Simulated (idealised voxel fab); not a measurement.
voxel capacitor over wiring: a process module
Cross-section cut spans 240 nm and uses square cells 5 nm in size.
For the purposes of this document, a cross-section shall be understood as a grid of square cells, specified as bands listed in top-to-bottom order, each band consisting of one or more rows of cells.
Band: top and bottom heights (nm) first, top before bottom; then materials from left to right, widths in nm. "everywhere" marks a sole material filling the band edge to edge. "empty" denotes empty space.
Counting heights begins at 0, where everything beneath is, in the wafer as received, one material. The lowest band has no bottom; it goes on downwards, as "0 and below" shows.
You'd read "30..40" like this: the band's top row of cells is as wide as the first number, its bottom row is as wide as the second, and going down, every row changes width by the same amount as the row before did.
"nothing changed" after a step means that no cell of the cross-section changed.
The entry titled "Closed void listing" provides the empty spaces that have no open way to the top, restricted to those of 8 cells or more. Each is presented as width x height at distance, the distance being measured from the left edge, with all three in nm.
Step line, after settings: the simulator's comment on this step.
On any step carrying a mask, the "overlay nm" setting, if present on the step's line, tells how far right of its planned place the mask lay; negative values point to the left.
### Listed below are the process steps as planned
1) op RECEIVE | material Si
2) op CONFORMAL_DEP | material SiO2 | thk nm 10
3) op CONFORMAL_DEP | material SiCN | thk nm 5
4) op DIRECTIONAL_DEP | material lowk | thk nm 15
5) op MASKED_ETCH | tone open | mask id METAL_1 | width nm 20 | pitch nm 85 | etch materials lowk | depth nm 15 | overlay nm 0
6) op MASKED_ETCH | tone open | mask id METAL_1 | width nm 20 | pitch nm 85 | etch materials SiCN | depth nm 5 | overlay nm 0
7) op CONFORMAL_DEP | material TiN | thk nm 5
8) op FILL_DEP | material Cu | thk nm 10
9) op CMP | height nm 30
10) op EPI | material Ru | thk nm 5
11) op FILL_DEP | material SiCN | thk nm 5
12) op DIRECTIONAL_DEP | material SiO2 | thk nm 10
13) op MASKED_ETCH | tone open | mask id PLUG_1 | width nm 15 | etch materials SiO2 | depth nm 10 | overlay nm 0
14) op MASKED_ETCH | tone open | mask id PLUG_1 | width nm 15 | etch materials SiCN | depth nm 5 | overlay nm 0
15) op CONFORMAL_DEP | material TiN | thk nm 5
16) op FILL_DEP | material Ru | thk nm 10
17) op CMP | height nm 50
18) op DIRECTIONAL_DEP | material TiN | thk nm 5
19) op DIRECTIONAL_DEP | material Al2O3 | thk nm 5
20) op DIRECTIONAL_DEP | material TiN | thk nm 5
21) op PATTERN | tone cover | mask id UPPER_PLATE | material resist | width nm 70 | thk nm 20 | overlay nm 0
22) op DIRECTIONAL_ETCH | etch materials TiN | depth nm 5
23) op DIRECTIONAL_ETCH | etch materials Al2O3 | depth nm 5
24) op STRIP | etch materials resist
25) op MASKED_ETCH | tone cover | mask id LOWER_PLATE | width nm 80 | etch materials TiN | depth nm 5 | overlay nm 0
26) op FILL_DEP | material SiO2 | thk nm 20
27) op CMP | height nm 80
28) op PATTERN | tone open | mask id PLUG_2 | material resist | width nm 15 | thk nm 20 | overlay nm 0
29) op DIRECTIONAL_ETCH | etch materials SiO2 | depth nm 15
30) op STRIP | etch materials resist
31) op CONFORMAL_DEP | material TiN | thk nm 5
32) op FILL_DEP | material Ru | thk nm 5
33) op CMP | height nm 80
34) op CONFORMAL_DEP | material SiN | thk nm 5
### Cross-section, incoming material, after step 1
	0 and below | Si everywhere
	Closed void listing: none
### Module complete, cross-section. Starting point and plan per above. One mistake made in running the module
	85 down to 80 | SiN everywhere
	80 down to 70 | SiO2 80 nm, TiN 5 nm, Ru 5 nm, TiN 5 nm, SiO2 145 nm
	70 down to 60 | SiO2 80..70 nm, TiN 15..70 nm, SiO2 145..100 nm
	60 down to 55 | SiO2 70 nm, Al2O3 70 nm, SiO2 100 nm
	55 down to 50 | SiO2 65 nm, TiN 80 nm, SiO2 95 nm
	50 down to 40 | SiO2 70 nm, TiN 5 nm, Ru 5 nm, TiN 5 nm, SiO2 155 nm
	40 down to 35 | SiCN 70 nm, TiN 15 nm, SiCN 155 nm
	35 down to 30 | SiCN 60 nm, Ru 30 nm, SiCN 55 nm, Ru 30 nm, SiCN 65 nm
	30 down to 15 | lowk 65 nm, TiN 5 nm, Cu 10 nm, TiN 5 nm, lowk 65 nm, TiN 5 nm, Cu 10 nm, TiN 5 nm, lowk 70 nm
	15 down to 10 | SiCN 65 nm, TiN 20 nm, SiCN 65 nm, TiN 20 nm, SiCN 70 nm
	10 down to 0 | SiN everywhere
	0 and below | Si everywhere
	Closed void listing: none
Where did the run depart from the plan? step 2 did not happen as planned, as run it was op CONFORMAL_DEP | material SiN | thk nm 10
